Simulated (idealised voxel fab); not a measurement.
process module | voxel self aligned vias
cross-section cut | 245 nm wide | cells 5 nm
A cross-section is a grid of square cells, given in bands from the top down. A band is one or more rows of cells.
Each band's line starts with the height of the band's top and of its bottom, in nm. Then come its materials from left to right, each with its width in nm. One material with "throughout" fills the band from edge to edge. "air" is empty space.
Height 0 is the level under which the wafer as received is all one material. The lowest band goes on downwards, as in "0 down".
A width such as "30 to 40" changes by the same amount from each row of cells to the next, from the band's top row to its bottom row.
"no change" after a step means that no cell of the cross-section changed.
closed voids: empty space of 8 cells or more with no open way to the top, each as width x height at its distance from the left edge, in nm
after a step's settings: what the simulator itself notes on the step
overlay nm, on a step with a mask: how far to the right of its planned place the mask lay; to the left if negative
plan
1 op RECEIVE | material Si
2 op CONFORMAL_DEP | material SiO2 | thk nm 10
3 op CONFORMAL_DEP | material SiCN | thk nm 5
4 op DIRECTIONAL_DEP | material lowk | thk nm 25
5 op MASKED_ETCH | tone open | mask id LINES | width nm 25 | pitch nm 75 | etch materials lowk | depth nm 25 | overlay nm 0
6 op CONFORMAL_DEP | material TiN | thk nm 5
7 op FILL_DEP | material Ru | thk nm 10
8 op CMP | height nm 40
9 op SELECTIVE_ETCH | etch materials W Ru TiN | depth nm 5
10 op FILL_DEP | material SiN | thk nm 5
11 op CMP | height nm 40
12 op DIRECTIONAL_DEP | material lowk | thk nm 15
13 op DIRECTIONAL_DEP | material aC | thk nm 10
14 op PATTERN | tone open | mask id VIAS | material resist | width nm 45 | thk nm 25 | overlay nm 0
15 op DIRECTIONAL_ETCH | etch materials aC | depth nm 10
16 op STRIP | etch materials resist
17 op DIRECTIONAL_ETCH | etch materials lowk | depth nm 15
18 op DIRECTIONAL_ETCH | etch materials SiN | depth nm 5
19 op STRIP | etch materials aC
20 op CONFORMAL_DEP | material TiN | thk nm 5
21 op FILL_DEP | material Ru | thk nm 10
22 op CMP | height nm 55
23 op CONFORMAL_DEP | material SiCN | thk nm 5
first wafer, as planned
as received, after step 1
  0 down: Si throughout
  closed voids: none
after step 2
  10 to 0: SiO2 throughout
  below 0: unchanged
after step 3
  15 to 10: SiCN throughout
  below 10: unchanged
after step 4
  40 to 15: lowk throughout
  below 15: unchanged
after step 5
  40 to 15: lowk 70 | air 25 | lowk 50 | air 25 | lowk 75
  below 15: unchanged
after step 6
  45 to 40: TiN 75 | air 15 | TiN 60 | air 15 | TiN 80
  40 to 20: lowk 70 | TiN 5 | air 15 | TiN 5 | lowk 50 | TiN 5 | air 15 | TiN 5 | lowk 75
  20 to 15: lowk 70 | TiN 25 | lowk 50 | TiN 25 | lowk 75
  below 15: unchanged
after step 7
  55 to 45: Ru throughout
  45 to 40: TiN 75 | Ru 15 | TiN 60 | Ru 15 | TiN 80
  40 to 20: lowk 70 | TiN 5 | Ru 15 | TiN 5 | lowk 50 | TiN 5 | Ru 15 | TiN 5 | lowk 75
  below 20: unchanged
after step 8
  40 to 20: lowk 70 | TiN 5 | Ru 15 | TiN 5 | lowk 50 | TiN 5 | Ru 15 | TiN 5 | lowk 75
  below 20: unchanged
after step 9
  40 to 35: lowk 70 | air 25 | lowk 50 | air 25 | lowk 75
  below 35: unchanged
after step 10
  45 to 40: SiN throughout
  40 to 35: lowk 70 | SiN 25 | lowk 50 | SiN 25 | lowk 75
  below 35: unchanged
after step 11
  40 to 35: lowk 70 | SiN 25 | lowk 50 | SiN 25 | lowk 75
  below 35: unchanged
after step 12
  55 to 40: lowk throughout
  below 40: unchanged
after step 13
  65 to 55: aC throughout
  below 55: unchanged
after step 14
  90 to 65: resist 60 | air 45 | resist 140
  below 65: unchanged
after step 15
  80 to 65: resist 60 | air 45 | resist 140
  65 to 55: aC 60 | air 45 | aC 140
  below 55: unchanged
after step 16
  65 to 55: aC 60 | air 45 | aC 140
  below 55: unchanged
after step 17
  65 to 55: aC 60 | air 45 | aC 140
  55 to 40: lowk 60 | air 45 | lowk 140
  below 40: unchanged
after step 18
  65 to 55: aC 60 | air 45 | aC 140
  55 to 40: lowk 60 | air 45 | lowk 140
  40 to 35: lowk 70 | air 25 | lowk 50 | SiN 25 | lowk 75
  below 35: unchanged
after step 19
  55 to 40: lowk 60 | air 45 | lowk 140
  below 40: unchanged
after step 20
  60 to 55: TiN 65 | air 35 | TiN 145
  55 to 45: lowk 60 | TiN 5 | air 35 | TiN 5 | lowk 140
  45 to 40: lowk 60 | TiN 15 | air 15 | TiN 15 | lowk 140
  40 to 35: lowk 70 | TiN 25 | lowk 50 | SiN 25 | lowk 75
  below 35: unchanged
after step 21
  70 to 60: Ru throughout
  60 to 55: TiN 65 | Ru 35 | TiN 145
  55 to 45: lowk 60 | TiN 5 | Ru 35 | TiN 5 | lowk 140
  45 to 40: lowk 60 | TiN 15 | Ru 15 | TiN 15 | lowk 140
  below 40: unchanged
after step 22
  55 to 45: lowk 60 | TiN 5 | Ru 35 | TiN 5 | lowk 140
  below 45: unchanged
after step 23
  60 to 55: SiCN throughout
  below 55: unchanged
second wafer: like start, like plan, one mistake. Through step 4 it matches the first wafer
when step 5 should have ended
  40 to 15: lowk 60 | air 25 | lowk 50 | air 25 | lowk 85
  below 15: unchanged
when step 6 should have ended
  45 to 40: TiN 65 | air 15 | TiN 60 | air 15 | TiN 90
  40 to 20: lowk 60 | TiN 5 | air 15 | TiN 5 | lowk 50 | TiN 5 | air 15 | TiN 5 | lowk 85
  20 to 15: lowk 60 | TiN 25 | lowk 50 | TiN 25 | lowk 85
  below 15: unchanged
when step 7 should have ended
  55 to 45: Ru throughout
  45 to 40: TiN 65 | Ru 15 | TiN 60 | Ru 15 | TiN 90
  40 to 20: lowk 60 | TiN 5 | Ru 15 | TiN 5 | lowk 50 | TiN 5 | Ru 15 | TiN 5 | lowk 85
  below 20: unchanged
when step 8 should have ended
  40 to 20: lowk 60 | TiN 5 | Ru 15 | TiN 5 | lowk 50 | TiN 5 | Ru 15 | TiN 5 | lowk 85
  below 20: unchanged
when step 9 should have ended
  40 to 35: lowk 60 | air 25 | lowk 50 | air 25 | lowk 85
  below 35: unchanged
when step 10 should have ended
  45 to 40: SiN throughout
  40 to 35: lowk 60 | SiN 25 | lowk 50 | SiN 25 | lowk 85
  below 35: unchanged
when step 11 should have ended
  40 to 35: lowk 60 | SiN 25 | lowk 50 | SiN 25 | lowk 85
  below 35: unchanged
when step 12 should have ended
  55 to 40: lowk throughout
  below 40: unchanged
when step 13 should have ended
  65 to 55: aC throughout
  below 55: unchanged
when step 14 should have ended
  90 to 65: resist 60 | air 45 | resist 140
  below 65: unchanged
when step 15 should have ended
  80 to 65: resist 60 | air 45 | resist 140
  65 to 55: aC 60 | air 45 | aC 140
  below 55: unchanged
when step 16 should have ended
  65 to 55: aC 60 | air 45 | aC 140
  below 55: unchanged
when step 17 should have ended
  65 to 55: aC 60 | air 45 | aC 140
  55 to 40: lowk 60 | air 45 | lowk 140
  below 40: unchanged
when step 18 should have ended
  65 to 55: aC 60 | air 45 | aC 140
  55 to 40: lowk 60 | air 45 | lowk 140
  40 to 35: lowk 60 | air 25 | lowk 50 | SiN 25 | lowk 85
  below 35: unchanged
when step 19 should have ended
  55 to 40: lowk 60 | air 45 | lowk 140
  below 40: unchanged
when step 20 should have ended
  60 to 55: TiN 65 | air 35 | TiN 145
  55 to 45: lowk 60 | TiN 5 | air 35 | TiN 5 | lowk 140
  45 to 40: lowk 60 | TiN 5 | air 15 | TiN 25 | lowk 140
  40 to 35: lowk 60 | TiN 25 | lowk 50 | SiN 25 | lowk 85
  below 35: unchanged
when step 21 should have ended
  70 to 60: Ru throughout
  60 to 55: TiN 65 | Ru 35 | TiN 145
  55 to 45: lowk 60 | TiN 5 | Ru 35 | TiN 5 | lowk 140
  45 to 40: lowk 60 | TiN 5 | Ru 15 | TiN 25 | lowk 140
  below 40: unchanged
when step 22 should have ended
  55 to 45: lowk 60 | TiN 5 | Ru 35 | TiN 5 | lowk 140
  below 45: unchanged
when step 23 should have ended
  60 to 55: SiCN throughout
  below 55: unchanged
what went wrong: step 5 ran as: op MASKED_ETCH | tone open | mask id LINES | width nm 25 | pitch nm 75 | etch materials lowk | depth nm 25 | overlay nm -10
at the end the second wafer has, in cells: as many of each material as the first, in other places
